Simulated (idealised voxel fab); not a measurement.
Process module heading - voxel lift off
Square cell edge 5 nm, section width 245 nm, ID cut.
For the purposes of this document, a cross-section shall be understood as a grid of square cells, specified as bands listed in top-to-bottom order, each band consisting of one or more rows of cells.
Basically the band line says how high the top is and how high the bottom is, in nm, and then what's in it from left to right, every material with its width in nm. Empty space shows up as "blank", and if a single material carries "full width" it runs the full band edge to edge.
Height reference: 0 = level under which incoming wafer is all one material. Lowest band: no bottom, runs on downward, e.g. "0 down".
Width "30->40": first value at the band's top row of cells, second value at its bottom row, equal change from row to row.
"no alterations made" means the step left every cell of the cross-section as it was.
"Fully closed voids": empty spaces of 8 cells or more with no open way to the top, each given as width x height at distance, distance from the left edge, all in nm.
What comes after the settings on a step's line is commentary from the simulator itself on that step.
For masked steps, "overlay nm" on the step line gives how far right of plan the mask actually lay; a minus sign means it lay to the left.
### These are the steps we planned for the process
step 1: op RECEIVE | material Si
step 2: op CONFORMAL_DEP | material Al2O3 | thk nm 5
step 3: op PATTERN | tone open | mask id LINES | material resist | width nm 25 | pitch nm 45 | thk nm 20 | overlay nm 0
step 4: op DIRECTIONAL_DEP | material Ru | thk nm 5
step 5: op STRIP | etch materials resist
step 6: op CONFORMAL_DEP | material SiO2 | thk nm 10
### Wafer, first of two, run as planned
### Cross-section, incoming material, after step 1
    0 down  Si full width
    Fully closed voids: none
### You're looking at a cross-section of the wafer after step 2
    5 to 0  Al2O3 full width
    below 0: unchanged
### You're looking at a cross-section of the wafer after step 3
    25 to 5  resist: 40 | blank: 25 | resist: 20 | blank: 25 | resist: 20 | blank: 25 | resist: 20 | blank: 25 | resist: 45
    below 5: unchanged
### You're looking at a cross-section of the wafer after step 4
    30 to 25  Ru: 40 | blank: 25 | Ru: 20 | blank: 25 | Ru: 20 | blank: 25 | Ru: 20 | blank: 25 | Ru: 45
    25 to 10  resist: 40 | blank: 25 | resist: 20 | blank: 25 | resist: 20 | blank: 25 | resist: 20 | blank: 25 | resist: 45
    10 to 5  resist: 40 | Ru: 25 | resist: 20 | Ru: 25 | resist: 20 | Ru: 25 | resist: 20 | Ru: 25 | resist: 45
    below 5: unchanged
### You're looking at a cross-section of the wafer after step 5
    10 to 5  blank: 40 | Ru: 25 | blank: 20 | Ru: 25 | blank: 20 | Ru: 25 | blank: 20 | Ru: 25 | blank: 45
    below 5: unchanged
### You're looking at a cross-section of the wafer after step 6
    20 to 15  blank: 30 | SiO2: 180 | blank: 35
    15 to 10  SiO2 full width
    10 to 5  SiO2: 40 | Ru: 25 | SiO2: 20 | Ru: 25 | SiO2: 20 | Ru: 25 | SiO2: 20 | Ru: 25 | SiO2: 45
    below 5: unchanged
### Second wafer. Start and plan as for the first. One mistake made in running. Agrees with the first up to and including step 5
### Cross-section, second wafer, at the end time the plan gives for step 6
    20 to 15  blank: 30 | Al2O3: 180 | blank: 35
    15 to 10  Al2O3 full width
    10 to 5  Al2O3: 40 | Ru: 25 | Al2O3: 20 | Ru: 25 | Al2O3: 20 | Ru: 25 | Al2O3: 20 | Ru: 25 | Al2O3: 45
    below 5: unchanged
Misprocessing identified: step 6 was not run as planned; what actually ran was op CONFORMAL_DEP | material Al2O3 | thk nm 10
Upon completion, the second wafer contains, in terms of cells, a greater or smaller amount of certain materials than the first wafer: 114 more of Al2O3, 114 fewer of SiO2
